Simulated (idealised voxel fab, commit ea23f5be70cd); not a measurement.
Name of the process module below: voxel plated lines
Cross-section cut spans 170 nm and uses square cells 5 nm in size.
A cross-section in this document is a grid of square cells, and it is written down as bands, the top band listed before the ones below it; a band is made up of one or more rows of cells. Heights first: top, then bottom, in nm. Then materials, left to right, each with a width in nm. "throughout" on a single material: fills the band edge to edge. "blank": empty space. Heights are measured from 0, the level below which the as-received wafer is all one material; the lowest band has no bottom and continues downward, written as in "from 0 down". Top row gets the first number, bottom row gets the second, and each row in between changes by the same step: that is how a band width like "30 to 40" works. When a step is marked "no change", none of the cells in the cross-section changed during that step. In the "Fully sealed cavities" entry, you get each enclosed empty space of 8 cells or more, one with no open way to the top, written width x height at distance, distance from the left edge, in nm. Anything after a step's settings on that line? It's the simulator's own note about the step. A step's line can hold "overlay nm"; with a mask on that step, the setting says how far right of the planned place the mask lay, while a negative setting says it lay to the left.
### Set out below are the planned steps of the process
| 1 | RECEIVE | material Si |
| 2 | CONFORMAL_DEP | material SiN | thk nm 5 |
| 3 | DIRECTIONAL_DEP | material TiN | thk nm 5 |
| 4 | PATTERN | tone open | mask id LINES | material resist | width nm 25 | pitch nm 40 | thk nm 25 | overlay nm 0 |
| 5 | EPI | material Ru | thk nm 5 |
| 6 | EPI | material Ru | thk nm 5 |
| 7 | STRIP | etch materials resist |
| 8 | DIRECTIONAL_ETCH | etch materials TiN | depth nm 5 |
| 9 | CONFORMAL_DEP | material SiO2 | thk nm 5 |
### Below: the first of two wafers, run as planned
### Shown in cross-section is the wafer as received, that is, as it stands after step 1
	from 0 down: Si throughout
	Fully sealed cavities: none
### Cross-section: wafer state after step 2
	from 5 to 0: SiN throughout
	Everything under 0 stays put, no change at all.
### Cross-section: wafer state after step 3
	from 10 to 5: TiN throughout
	Everything under 5 stays put, no change at all.
### Cross-section: wafer state after step 4
	from 35 to 10: resist 50  blank 25  resist 15  blank 25  resist 55
	Everything under 10 stays put, no change at all.
### Cross-section: wafer state after step 5
	from 35 to 15: resist 50  blank 25  resist 15  blank 25  resist 55
	from 15 to 10: resist 50  Ru 25  resist 15  Ru 25  resist 55
	Everything under 10 stays put, no change at all.
### Cross-section: wafer state after step 6
	from 35 to 20: resist 50  blank 25  resist 15  blank 25  resist 55
	from 20 to 10: resist 50  Ru 25  resist 15  Ru 25  resist 55
	Everything under 10 stays put, no change at all.
### Cross-section: wafer state after step 7
	from 20 to 10: blank 50  Ru 25  blank 15  Ru 25  blank 55
	Everything under 10 stays put, no change at all.
### Cross-section: wafer state after step 8
	from 20 to 10: blank 50  Ru 25  blank 15  Ru 25  blank 55
	from 10 to 5: blank 50  TiN 25  blank 15  TiN 25  blank 55
	Everything under 5 stays put, no change at all.
### Cross-section: wafer state after step 9
	from 25 to 20: blank 45  SiO2 35  blank 5  SiO2 35  blank 50
	from 20 to 10: blank 45  SiO2 5  Ru 25  SiO2 5  blank 5  SiO2 5  Ru 25  SiO2 5  blank 50
	from 10 to 5: SiO2 50  TiN 25  SiO2 15  TiN 25  SiO2 55
	Everything under 5 stays put, no change at all.
### Wafer two: like wafer one in start and plan, but with one mistake in execution; identical up to and including step 3
### Cross-section: second wafer, time at which step 4 was scheduled to end
	from 35 to 10: resist 55  blank 15  resist 25  blank 15  resist 60
	Everything under 10 stays put, no change at all.
### Cross-section: second wafer, time at which step 5 was scheduled to end
	from 35 to 15: resist 55  blank 15  resist 25  blank 15  resist 60
	from 15 to 10: resist 55  Ru 15  resist 25  Ru 15  resist 60
	Everything under 10 stays put, no change at all.
### Cross-section: second wafer, time at which step 6 was scheduled to end
	from 35 to 20: resist 55  blank 15  resist 25  blank 15  resist 60
	from 20 to 10: resist 55  Ru 15  resist 25  Ru 15  resist 60
	Everything under 10 stays put, no change at all.
### Cross-section: second wafer, time at which step 7 was scheduled to end
	from 20 to 10: blank 55  Ru 15  blank 25  Ru 15  blank 60
	Everything under 10 stays put, no change at all.
### Cross-section: second wafer, time at which step 8 was scheduled to end
	from 20 to 10: blank 55  Ru 15  blank 25  Ru 15  blank 60
	from 10 to 5: blank 55  TiN 15  blank 25  TiN 15  blank 60
	Everything under 5 stays put, no change at all.
### Cross-section: second wafer, time at which step 9 was scheduled to end
	from 25 to 20: blank 50  SiO2 25  blank 15  SiO2 25  blank 55
	from 20 to 10: blank 50  SiO2 5  Ru 15  SiO2 5  blank 15  SiO2 5  Ru 15  SiO2 5  blank 55
	from 10 to 5: SiO2 55  TiN 15  SiO2 25  TiN 15  SiO2 60
	Everything under 5 stays put, no change at all.
Want to know what went wrong? step 4 changed vs plan, executed as PATTERN | tone open | mask id LINES | material resist | width nm 15 | pitch nm 40 | thk nm 25 | overlay nm 0
End of process, cell counts, second wafer against first, materials with more or fewer: Ru -8; TiN -4
